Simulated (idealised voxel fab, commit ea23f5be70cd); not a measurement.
voxel plated lines: a process module
The width of the displayed cross-section, cut, is 260 nm; its cells are square, with a size of 5 nm.
This document writes a cross-section as a grid whose cells are square, and gives it as bands, listed from the top down; one or more rows of cells form a band. Band entry format. Leading values: height of top, height of bottom, nm. Remainder: materials in left-to-right order, each with its width in nm. Special words: "everywhere" on a single material, which then fills the band edge to edge; "empty", empty space. Height reference: 0 = level under which incoming wafer is all one material. Lowest band: no bottom, runs on downward, e.g. "top 0, no bottom". Read "30 to 40" as a graded width: first number on top, second number at the bottom, same change between each pair of neighbouring rows. "nothing different" -> step changed no cross-section cell. Entry "Sealed cavities". Content: empty spaces with no open connection to the top, size 8 cells or greater. Each: width x height at distance. Distance: from left edge. Unit: nm. Whatever follows a step's settings on its line is a remark the simulator itself makes about that step. overlay nm: mask offset rightward from planned place, masked step; negative means leftward offset.

# The process steps that were planned are listed below
step 1: RECEIVE,material Si
step 2: CONFORMAL_DEP,material Al2O3,thk nm 10
step 3: DIRECTIONAL_DEP,material TiN,thk nm 5
step 4: PATTERN,tone open,mask id LINES,material resist,width nm 20,pitch nm 40,thk nm 35,overlay nm 0
step 5: EPI,material Ru,thk nm 10
step 6: EPI,material Ru,thk nm 5
step 7: EPI,material Ru,thk nm 10
step 8: STRIP,etch materials resist
step 9: DIRECTIONAL_ETCH,etch materials TiN,depth nm 5
step 10: CONFORMAL_DEP,material SiO2,thk nm 10

# Below: the first of two wafers, run as planned

# Step 1 complete: cross-section of the wafer as received
	top 0, no bottom: Si everywhere
	Sealed cavities: none

# Presented here is a cross-section of the wafer after step 2 has been performed
	top 10, bottom 0: Al2O3 everywhere
	At heights below 0, the structure remains unaltered.

# Presented here is a cross-section of the wafer after step 3 has been performed
	top 15, bottom 10: TiN everywhere
	At heights below 10, the structure remains unaltered.

# Presented here is a cross-section of the wafer after step 4 has been performed
	top 50, bottom 15: resist 60 nm / empty 20 nm / resist 20 nm / empty 20 nm / resist 20 nm / empty 20 nm / resist 20 nm / empty 20 nm / resist 60 nm
	At heights below 15, the structure remains unaltered.

# Presented here is a cross-section of the wafer after step 5 has been performed
	top 50, bottom 25: resist 60 nm / empty 20 nm / resist 20 nm / empty 20 nm / resist 20 nm / empty 20 nm / resist 20 nm / empty 20 nm / resist 60 nm
	top 25, bottom 15: resist 60 nm / Ru 20 nm / resist 20 nm / Ru 20 nm / resist 20 nm / Ru 20 nm / resist 20 nm / Ru 20 nm / resist 60 nm
	At heights below 15, the structure remains unaltered.

# Presented here is a cross-section of the wafer after step 6 has been performed
	top 50, bottom 30: resist 60 nm / empty 20 nm / resist 20 nm / empty 20 nm / resist 20 nm / empty 20 nm / resist 20 nm / empty 20 nm / resist 60 nm
	top 30, bottom 15: resist 60 nm / Ru 20 nm / resist 20 nm / Ru 20 nm / resist 20 nm / Ru 20 nm / resist 20 nm / Ru 20 nm / resist 60 nm
	At heights below 15, the structure remains unaltered.

# Presented here is a cross-section of the wafer after step 7 has been performed
	top 50, bottom 40: resist 60 nm / empty 20 nm / resist 20 nm / empty 20 nm / resist 20 nm / empty 20 nm / resist 20 nm / empty 20 nm / resist 60 nm
	top 40, bottom 15: resist 60 nm / Ru 20 nm / resist 20 nm / Ru 20 nm / resist 20 nm / Ru 20 nm / resist 20 nm / Ru 20 nm / resist 60 nm
	At heights below 15, the structure remains unaltered.

# Presented here is a cross-section of the wafer after step 8 has been performed
	top 40, bottom 15: empty 60 nm / Ru 20 nm / empty 20 nm / Ru 20 nm / empty 20 nm / Ru 20 nm / empty 20 nm / Ru 20 nm / empty 60 nm
	At heights below 15, the structure remains unaltered.

# Presented here is a cross-section of the wafer after step 9 has been performed
	top 40, bottom 15: empty 60 nm / Ru 20 nm / empty 20 nm / Ru 20 nm / empty 20 nm / Ru 20 nm / empty 20 nm / Ru 20 nm / empty 60 nm
	top 15, bottom 10: empty 60 nm / TiN 20 nm / empty 20 nm / TiN 20 nm / empty 20 nm / TiN 20 nm / empty 20 nm / TiN 20 nm / empty 60 nm
	At heights below 10, the structure remains unaltered.

# Presented here is a cross-section of the wafer after step 10 has been performed
	top 50, bottom 40: empty 50 nm / SiO2 160 nm / empty 50 nm
	top 40, bottom 20: empty 50 nm / SiO2 10 nm / Ru 20 nm / SiO2 20 nm / Ru 20 nm / SiO2 20 nm / Ru 20 nm / SiO2 20 nm / Ru 20 nm / SiO2 10 nm / empty 50 nm
	top 20, bottom 15: SiO2 60 nm / Ru 20 nm / SiO2 20 nm / Ru 20 nm / SiO2 20 nm / Ru 20 nm / SiO2 20 nm / Ru 20 nm / SiO2 60 nm
	top 15, bottom 10: SiO2 60 nm / TiN 20 nm / SiO2 20 nm / TiN 20 nm / SiO2 20 nm / TiN 20 nm / SiO2 20 nm / TiN 20 nm / SiO2 60 nm
	At heights below 10, the structure remains unaltered.

# It is to be noted that the second wafer proceeded from the same initial state and according to the same plan as the first, although one mistake was committed in its execution; through step 3, inclusive, the two wafers share an identical history

# Cross-section of the second wafer corresponding to the planned conclusion of step 4
	top 50, bottom 15: resist 65 nm / empty 15 nm / resist 25 nm / empty 15 nm / resist 25 nm / empty 15 nm / resist 25 nm / empty 15 nm / resist 60 nm
	At heights below 15, the structure remains unaltered.

# Cross-section of the second wafer corresponding to the planned conclusion of step 5
	top 50, bottom 25: resist 65 nm / empty 15 nm / resist 25 nm / empty 15 nm / resist 25 nm / empty 15 nm / resist 25 nm / empty 15 nm / resist 60 nm
	top 25, bottom 15: resist 65 nm / Ru 15 nm / resist 25 nm / Ru 15 nm / resist 25 nm / Ru 15 nm / resist 25 nm / Ru 15 nm / resist 60 nm
	At heights below 15, the structure remains unaltered.

# Cross-section of the second wafer corresponding to the planned conclusion of step 6
	top 50, bottom 30: resist 65 nm / empty 15 nm / resist 25 nm / empty 15 nm / resist 25 nm / empty 15 nm / resist 25 nm / empty 15 nm / resist 60 nm
	top 30, bottom 15: resist 65 nm / Ru 15 nm / resist 25 nm / Ru 15 nm / resist 25 nm / Ru 15 nm / resist 25 nm / Ru 15 nm / resist 60 nm
	At heights below 15, the structure remains unaltered.

# Cross-section of the second wafer corresponding to the planned conclusion of step 7
	top 50, bottom 40: resist 65 nm / empty 15 nm / resist 25 nm / empty 15 nm / resist 25 nm / empty 15 nm / resist 25 nm / empty 15 nm / resist 60 nm
	top 40, bottom 15: resist 65 nm / Ru 15 nm / resist 25 nm / Ru 15 nm / resist 25 nm / Ru 15 nm / resist 25 nm / Ru 15 nm / resist 60 nm
	At heights below 15, the structure remains unaltered.

# Cross-section of the second wafer corresponding to the planned conclusion of step 8
	top 40, bottom 15: empty 65 nm / Ru 15 nm / empty 25 nm / Ru 15 nm / empty 25 nm / Ru 15 nm / empty 25 nm / Ru 15 nm / empty 60 nm
	At heights below 15, the structure remains unaltered.

# Cross-section of the second wafer corresponding to the planned conclusion of step 9
	top 40, bottom 15: empty 65 nm / Ru 15 nm / empty 25 nm / Ru 15 nm / empty 25 nm / Ru 15 nm / empty 25 nm / Ru 15 nm / empty 60 nm
	top 15, bottom 10: empty 65 nm / TiN 15 nm / empty 25 nm / TiN 15 nm / empty 25 nm / TiN 15 nm / empty 25 nm / TiN 15 nm / empty 60 nm
	At heights below 10, the structure remains unaltered.

# Cross-section of the second wafer corresponding to the planned conclusion of step 10
	top 50, bottom 40: empty 55 nm / SiO2 35 nm / empty 5 nm / SiO2 35 nm / empty 5 nm / SiO2 35 nm / empty 5 nm / SiO2 35 nm / empty 50 nm
	top 40, bottom 20: empty 55 nm / SiO2 10 nm / Ru 15 nm / SiO2 10 nm / empty 5 nm / SiO2 10 nm / Ru 15 nm / SiO2 10 nm / empty 5 nm / SiO2 10 nm / Ru 15 nm / SiO2 10 nm / empty 5 nm / SiO2 10 nm / Ru 15 nm / SiO2 10 nm / empty 50 nm
	top 20, bottom 15: SiO2 65 nm / Ru 15 nm / SiO2 25 nm / Ru 15 nm / SiO2 25 nm / Ru 15 nm / SiO2 25 nm / Ru 15 nm / SiO2 60 nm
	top 15, bottom 10: SiO2 65 nm / TiN 15 nm / SiO2 25 nm / TiN 15 nm / SiO2 25 nm / TiN 15 nm / SiO2 25 nm / TiN 15 nm / SiO2 60 nm
	At heights below 10, the structure remains unaltered.
Run error: off-plan run, step 4, actual operation and settings PATTERN,tone open,mask id LINES,material resist,width nm 15,pitch nm 40,thk nm 35,overlay nm 0
The final cell counts differ between the wafers, with the second having more or fewer of some materials than the first: Ru: 20 fewer, TiN: 4 fewer
